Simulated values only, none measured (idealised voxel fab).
The process module that follows is named voxel self aligned contacts.
Square cells of 5 nm make up the cross-section cut, whose width is 205 nm.
A cross-section is a grid of square cells, given in bands from the top down. A band is one or more rows of cells.
Top, bottom (nm), then materials left to right with widths (nm); lone material tagged "full width" fills the whole band edge to edge; "blank" = empty space.
Heads up on the height convention: 0 is the point under which the incoming wafer is all one material, and the lowest band has no bottom, it just keeps going down, like "from 0 down".
Quick explanation for "30->40": the width changes in equal steps down the rows of cells, from the first number in the band's top row to the second number in its bottom row.
You'll sometimes find "remained unchanged" written for a step, and that's the way of saying that nowhere in the cross-section did a cell change during that step.
Empty spaces without an open route to the top, at least 8 cells in extent, make up the entry "Closed cavities"; each is given as width x height at distance, where the distance is measured from the left edge, and all are in nm.
Past the settings on a step's line: simulator remark, on that step.
"overlay nm" on a masked step: distance the mask lay right of its planned place, negative for left.

## Process steps - plan
1: RECEIVE: material Si
2: OXIDIZE: depth nm 5
3: DIRECTIONAL_DEP: material polySi, thk nm 30
4: DIRECTIONAL_DEP: material SiN, thk nm 20
5: MASKED_ETCH: tone cover, mask id GATE, width nm 25, pitch nm 50, etch materials SiN, depth nm 20, overlay nm 0
6: MASKED_ETCH: tone cover, mask id GATE, width nm 25, pitch nm 50, etch materials polySi, depth nm 30, overlay nm 0
7: CONFORMAL_DEP: material SiN, thk nm 5
8: DIRECTIONAL_ETCH: etch materials SiN, depth nm 5
9: FILL_DEP: material SiO2, thk nm 10
10: CMP: height nm 55
11: DIRECTIONAL_DEP: material aC, thk nm 10
12: PATTERN: tone open, mask id CONTACT, material resist, width nm 35, thk nm 25, overlay nm 0
13: DIRECTIONAL_ETCH: etch materials aC, depth nm 10
14: STRIP: etch materials resist
15: DIRECTIONAL_ETCH: etch materials SiO2, depth nm 60
16: STRIP: etch materials aC
17: CONFORMAL_DEP: material TiN, thk nm 5
18: FILL_DEP: material W, thk nm 10
19: CMP: height nm 55
20: CONFORMAL_DEP: material SiCN, thk nm 5

## Cross-sectional view of the wafer in its as-received condition, corresponding to the state after step 1
- from 0 down  Si full width
- Closed cavities: none

## Sectioned view, first of two wafers, at the close of the module, processed as intended in the plan
- from 60 to 55  SiCN full width
- from 55 to 50  85 of SiO2 | 15 of TiN | 5 of W | 15 of TiN | 85 of SiO2
- from 50 to 30  60 of SiO2 | 35 of SiN | 5 of TiN | 5 of W | 5 of TiN | 35 of SiN | 60 of SiO2
- from 30 to 0  60 of SiO2 | 5 of SiN | 25 of polySi | 5 of SiN | 5 of TiN | 5 of W | 5 of TiN | 5 of SiN | 25 of polySi | 5 of SiN | 60 of SiO2
- from 0 to -5  95 of SiO2 | 15 of TiN | 95 of SiO2
- from -5 down  Si full width
- Closed cavities: none

## Second wafer through the module, sectioned at the end: same beginning and same plan as the first wafer, with one mistake in carrying it out
- from 60 to 55  SiCN full width
- from 55 to 50  85 of SiO2 | 35 of TiN | 85 of SiO2
- from 50 to 30  60 of SiO2 | 40 of SiN | 10 of TiN | 40 of SiN | 55 of SiO2
- from 30 to 0  60 of SiO2 | 5 of SiN | 30 of polySi | 5 of SiN | 10 of TiN | 5 of SiN | 30 of polySi | 5 of SiN | 55 of SiO2
- from 0 to -5  100 of SiO2 | 10 of TiN | 95 of SiO2
- from -5 down  Si full width
- Closed cavities: none
Error vs. plan: contrary to plan, step 5 was performed as MASKED_ETCH: tone cover, mask id GATE, width nm 30, pitch nm 50, etch materials SiN, depth nm 20, overlay nm 0
Upon completion, the second wafer contains, in terms of cells, a greater or smaller amount of certain materials than the first wafer: 8 more of SiN; 9 fewer of SiO2; 11 fewer of W; 12 more of polySi
